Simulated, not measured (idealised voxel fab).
process module | voxel self aligned vias
Cross-section cut spans 155 nm and uses square cells 5 nm in size.
Cross-section, as written here: a square-cell grid given band by band from the top down, where a band holds one or more rows of cells. Read a band's entry like this: the first values are the height of its top and the height of its bottom in nm, and what follows is the sequence of materials from left to right, each with its width in nm. Note that "air" is empty space, and that a single material marked "throughout" reaches across the band from edge to edge. All heights in this document are referenced to 0, defined as the level beneath which the wafer, as received, consists entirely of one material. The lowest band is not bounded below; it extends indefinitely downward and is written in the form "from 0 down". You'd read "30 to 40" like this: the band's top row of cells is as wide as the first number, its bottom row is as wide as the second, and going down, every row changes width by the same amount as the row before did. Where a step carries "stayed the same", the cross-section came out of it unchanged, cell for cell. "Tabulated closed voids" enumerates empty spaces isolated from the top, with no open way to it, that contain at least 8 cells, giving each as width x height at distance from the left edge, all three in nm. Where a step's line continues beyond its settings, the continuation is a remark by the simulator itself on that step. overlay nm, on a step with a mask: how far to the right of its planned place the mask lay; to the left if negative.
**Here's what the planned process steps look like**
| 1 | op RECEIVE | material Si |
| 2 | op CONFORMAL_DEP | material SiO2 | thk nm 10 |
| 3 | op CONFORMAL_DEP | material SiCN | thk nm 5 |
| 4 | op DIRECTIONAL_DEP | material SiO2 | thk nm 20 |
| 5 | op DIRECTIONAL_DEP | material aC | thk nm 15 |
| 6 | op PATTERN | tone open | mask id LINES | material resist | width nm 25 | pitch nm 60 | thk nm 35 | overlay nm 0 |
| 7 | op DIRECTIONAL_ETCH | etch materials aC | depth nm 15 |
| 8 | op STRIP | etch materials resist |
| 9 | op DIRECTIONAL_ETCH | etch materials SiO2 | depth nm 20 |
| 10 | op STRIP | etch materials aC |
| 11 | op CONFORMAL_DEP | material TiN | thk nm 5 |
| 12 | op FILL_DEP | material W | thk nm 10 |
| 13 | op CMP | height nm 35 |
| 14 | op SELECTIVE_ETCH | etch materials W Ru TiN | depth nm 10 |
| 15 | op FILL_DEP | material SiN | thk nm 10 |
| 16 | op CMP | height nm 35 |
| 17 | op DIRECTIONAL_DEP | material SiO2 | thk nm 15 |
| 18 | op PATTERN | tone open | mask id VIAS | material resist | width nm 35 | pitch nm 60 | thk nm 15 | overlay nm 0 |
| 19 | op DIRECTIONAL_ETCH | etch materials SiO2 | depth nm 15 |
| 20 | op DIRECTIONAL_ETCH | etch materials SiN | depth nm 10 |
| 21 | op STRIP | etch materials resist |
| 22 | op CONFORMAL_DEP | material TiN | thk nm 5 |
| 23 | op FILL_DEP | material W | thk nm 5 |
| 24 | op CMP | height nm 50 |
| 25 | op CONFORMAL_DEP | material SiCN | thk nm 5 |
**Cross-section of the wafer as it came to us, i.e., already through step 1**
	from 0 down = Si throughout
	Tabulated closed voids: none
**The plan above was carried out on the starting structure above with one mistake, and this cross-section shows the wafer at the end of the module**
	from 55 to 50 = SiCN throughout
	from 50 to 35 = 30 SiO2, then 5 TiN, then 25 W, then 5 TiN, then 25 SiO2, then 5 TiN, then 25 W, then 5 TiN, then 30 SiO2
	from 35 to 30 = 30 SiN, then 5 TiN, then 25 W, then 5 TiN, then 25 SiN, then 5 TiN, then 25 W, then 5 TiN, then 30 SiN
	from 30 to 25 = 30 SiN, then 35 TiN, then 25 SiN, then 35 TiN, then 30 SiN
	from 25 to 15 = 35 SiO2, then 25 SiN, then 35 SiO2, then 25 SiN, then 35 SiO2
	from 15 to 10 = SiCN throughout
	from 10 to 0 = SiO2 throughout
	from 0 down = Si throughout
	Tabulated closed voids: none
The mistake made against the process plan was this: not per plan at step 13, really ran op CMP | height nm 25
